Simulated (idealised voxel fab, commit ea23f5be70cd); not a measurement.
process module | voxel self aligned vias
220 nm wide, 5 nm square cells: that's cross-section cut.
A cross-section in this document is a grid of square cells, and it is written down as bands, the top band listed before the ones below it; a band is made up of one or more rows of cells.
Top, bottom (nm), then materials left to right with widths (nm); lone material tagged "throughout" fills the whole band edge to edge; "air" = empty space.
Note: height 0 marks the level under which the wafer is uniformly one material as received. Lowest band unbounded below, written "top 0, no bottom".
A width given as "30..40" starts at the first number in the band's top row and ends at the second number in its bottom row, shifting by an equal amount at every step from row to row.
Basically "everything unchanged" means that step didn't change any cell in the cross-section.
"Closed void roster" specifies each empty space that is not open to the top and that occupies no fewer than 8 cells, using the form width x height at distance, the distance measured from the left edge and all three quantities in nm.
Note: text after step settings on the step line = simulator remark on that step.
Each step line may optionally specify "overlay nm", which for a step with a mask gives the rightward distance between the mask's planned place and where it lay, a negative value indicating the leftward direction.
Process steps - plan:
| 1 | RECEIVE | material Si |
| 2 | CONFORMAL_DEP | material SiO2 | thk nm 15 |
| 3 | CONFORMAL_DEP | material SiCN | thk nm 5 |
| 4 | DIRECTIONAL_DEP | material lowk | thk nm 30 |
| 5 | MASKED_ETCH | tone open | mask id LINES | width nm 25 | pitch nm 50 | etch materials lowk | depth nm 30 | overlay nm 0 |
| 6 | CONFORMAL_DEP | material TiN | thk nm 5 |
| 7 | FILL_DEP | material W | thk nm 5 |
| 8 | CMP | height nm 50 |
| 9 | SELECTIVE_ETCH | etch materials W Ru TiN | depth nm 5 |
| 10 | FILL_DEP | material SiN | thk nm 10 |
| 11 | CMP | height nm 50 |
| 12 | DIRECTIONAL_DEP | material lowk | thk nm 20 |
| 13 | PATTERN | tone open | mask id VIAS | material resist | width nm 35 | pitch nm 50 | thk nm 15 | overlay nm 0 |
| 14 | DIRECTIONAL_ETCH | etch materials lowk | depth nm 20 |
| 15 | DIRECTIONAL_ETCH | etch materials SiN | depth nm 5 |
| 16 | STRIP | etch materials resist |
| 17 | CONFORMAL_DEP | material TiN | thk nm 5 |
| 18 | FILL_DEP | material Cu | thk nm 5 |
| 19 | CMP | height nm 70 |
| 20 | CONFORMAL_DEP | material SiN | thk nm 5 |
So this is the incoming wafer in cross-section - it's already been through step 1:
- top 0, no bottom  Si throughout
- Closed void roster: none
The first of the two wafers as seen in cross-section once the module was finished; processing followed the plan:
- top 75, bottom 70  SiN throughout
- top 70, bottom 55  lowk 40 nm; TiN 5 nm; Cu 25 nm; TiN 5 nm; lowk 15 nm; TiN 5 nm; Cu 25 nm; TiN 5 nm; lowk 15 nm; TiN 5 nm; Cu 25 nm; TiN 5 nm; lowk 45 nm
- top 55, bottom 50  lowk 40 nm; TiN 10 nm; Cu 15 nm; TiN 10 nm; lowk 15 nm; TiN 10 nm; Cu 15 nm; TiN 10 nm; lowk 15 nm; TiN 10 nm; Cu 15 nm; TiN 10 nm; lowk 45 nm
- top 50, bottom 45  lowk 45 nm; TiN 25 nm; lowk 25 nm; TiN 25 nm; lowk 25 nm; TiN 25 nm; lowk 50 nm
- top 45, bottom 25  lowk 45 nm; TiN 5 nm; W 15 nm; TiN 5 nm; lowk 25 nm; TiN 5 nm; W 15 nm; TiN 5 nm; lowk 25 nm; TiN 5 nm; W 15 nm; TiN 5 nm; lowk 50 nm
- top 25, bottom 20  lowk 45 nm; TiN 25 nm; lowk 25 nm; TiN 25 nm; lowk 25 nm; TiN 25 nm; lowk 50 nm
- top 20, bottom 15  SiCN throughout
- top 15, bottom 0  SiO2 throughout
- top 0, no bottom  Si throughout
- Closed void roster: none
Wafer two, end of module, cross-section. Same start, same plan as wafer one. One mistake in the run:
- top 75, bottom 70  SiN throughout
- top 70, bottom 55  lowk 40 nm; TiN 5 nm; Cu 25 nm; TiN 5 nm; lowk 15 nm; TiN 5 nm; Cu 25 nm; TiN 5 nm; lowk 15 nm; TiN 5 nm; Cu 25 nm; TiN 5 nm; lowk 45 nm
- top 55, bottom 50  lowk 40 nm; TiN 35 nm; lowk 15 nm; TiN 35 nm; lowk 15 nm; TiN 35 nm; lowk 45 nm
- top 50, bottom 45  SiCN throughout
- top 45, bottom 15  lowk throughout
- top 15, bottom 0  SiO2 throughout
- top 0, no bottom  Si throughout
- Closed void roster: none
Run error: sequence error: steps 3 and 4 interchanged
The second wafer ends with more or fewer cells of some materials than the first, per final count: Cu: 9 fewer | TiN: 45 fewer | W: 36 fewer | lowk: 90 more
